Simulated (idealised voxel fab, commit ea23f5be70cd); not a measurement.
voxel capacitor over wiring: a process module
We display cut, a cross-section 150 nm in width whose square cells are each 5 nm.
Cross-section spec: square-cell grid; bands listed top down; each band is one or more rows. What a band's entry tells you: where the top is and where the bottom is, as heights in nm, and after that what lies inside, material by material from left to right, each with its width in nm. Empty space is written as the word "empty", and a single material marked with the word "all across" occupies the band from edge to edge. Heads up on the height convention: 0 is the point under which the incoming wafer is all one material, and the lowest band has no bottom, it just keeps going down, like "top 0, no bottom". The notation "30->40" denotes a width that varies across the rows of cells in the band, beginning at the first number in the top row, finishing at the second number in the bottom row, and changing by an identical amount from each row to the next. What does "nothing got changed" mean for a step? It means no cell of the cross-section changed in that step. "Non-vented voids" enumerates empty spaces isolated from the top, with no open way to it, that contain at least 8 cells, giving each as width x height at distance from the left edge, all three in nm. Where a step's line continues beyond its settings, the continuation is a remark by the simulator itself on that step. overlay nm: mask right of planned place by this much (step with mask). Neg. = left.

## The following list gives the planned process steps
1,RECEIVE (material Si)
2,CONFORMAL_DEP (material SiO2; thk nm 10)
3,DIRECTIONAL_DEP (material TiN; thk nm 5)
4,DIRECTIONAL_DEP (material W; thk nm 15)
5,MASKED_ETCH (tone cover; mask id METAL_1; width nm 30; pitch nm 90; etch materials W; depth nm 15; overlay nm 0)
6,MASKED_ETCH (tone cover; mask id METAL_1; width nm 30; pitch nm 90; etch materials TiN; depth nm 5; overlay nm 0)
7,CONFORMAL_DEP (material SiCN; thk nm 5)
8,FILL_DEP (material lowk; thk nm 5)
9,CMP (height nm 30)
10,CONFORMAL_DEP (material SiCN; thk nm 5)
11,DIRECTIONAL_DEP (material lowk; thk nm 15)
12,MASKED_ETCH (tone open; mask id PLUG_1; width nm 15; etch materials lowk; depth nm 15; overlay nm 0)
13,MASKED_ETCH (tone open; mask id PLUG_1; width nm 15; etch materials SiCN; depth nm 5; overlay nm 0)
14,EPI (material Ru; thk nm 10)
15,EPI (material Ru; thk nm 10)
16,DIRECTIONAL_DEP (material TiN; thk nm 10)
17,DIRECTIONAL_DEP (material SiN; thk nm 5)
18,DIRECTIONAL_DEP (material TiN; thk nm 10)
19,DIRECTIONAL_DEP (material aC; thk nm 15)
20,PATTERN (tone cover; mask id UPPER_PLATE; material resist; width nm 65; thk nm 35; overlay nm 0)
21,DIRECTIONAL_ETCH (etch materials aC; depth nm 15)
22,STRIP (etch materials resist)
23,DIRECTIONAL_ETCH (etch materials TiN; depth nm 10)
24,DIRECTIONAL_ETCH (etch materials SiN; depth nm 5)
25,STRIP (etch materials aC)
26,DIRECTIONAL_DEP (material aC; thk nm 15)
27,PATTERN (tone cover; mask id LOWER_PLATE; material resist; width nm 75; thk nm 35; overlay nm 0)
28,DIRECTIONAL_ETCH (etch materials aC; depth nm 15)
29,STRIP (etch materials resist)
30,DIRECTIONAL_ETCH (etch materials TiN; depth nm 10)
31,STRIP (etch materials aC)
32,FILL_DEP (material SiO2; thk nm 15)
33,CMP (height nm 85)
34,PATTERN (tone open; mask id PLUG_2; material resist; width nm 15; thk nm 20; overlay nm 0)
35,DIRECTIONAL_ETCH (etch materials SiO2; depth nm 10)
36,STRIP (etch materials resist)
37,CONFORMAL_DEP (material TiN; thk nm 5)
38,FILL_DEP (material Cu; thk nm 10)
39,CMP (height nm 85)
40,CONFORMAL_DEP (material SiCN; thk nm 5)

## As-received state of the wafer in cross-section, equivalent to post-step 1
  top 0, no bottom = Si all across
  Non-vented voids: none

## Wafer at module end, in section. Began as above, planned as above, run with one mistake
  top 90, bottom 85 = SiCN all across
  top 85, bottom 75 = SiO2 30 nm  TiN 25 nm  SiO2 95 nm
  top 75, bottom 70 = SiO2 30 nm  SiN 25 nm  TiN 40 nm  SiO2 55 nm
  top 70, bottom 65 = SiO2 25 nm  TiN 70 nm  SiO2 55 nm
  top 65, bottom 60 = SiO2 25 nm  TiN 30 nm  SiN 40 nm  SiO2 55 nm
  top 60, bottom 50 = SiO2 20 nm  Ru 35 nm  TiN 45 nm  SiO2 50 nm
  top 50, bottom 35 = lowk 30 nm  Ru 15 nm  lowk 105 nm
  top 35, bottom 30 = SiCN 30 nm  Ru 15 nm  SiCN 105 nm
  top 30, bottom 15 = lowk 10 nm  SiCN 5 nm  W 30 nm  SiCN 5 nm  lowk 50 nm  SiCN 5 nm  W 30 nm  SiCN 5 nm  lowk 10 nm
  top 15, bottom 10 = SiCN 15 nm  TiN 30 nm  SiCN 60 nm  TiN 30 nm  SiCN 15 nm
  top 10, bottom 0 = SiO2 all across
  top 0, no bottom = Si all across
  Non-vented voids: none
So what did we get wrong on this run? one of 14 and 15, all the same step, was done twice; can't tell which
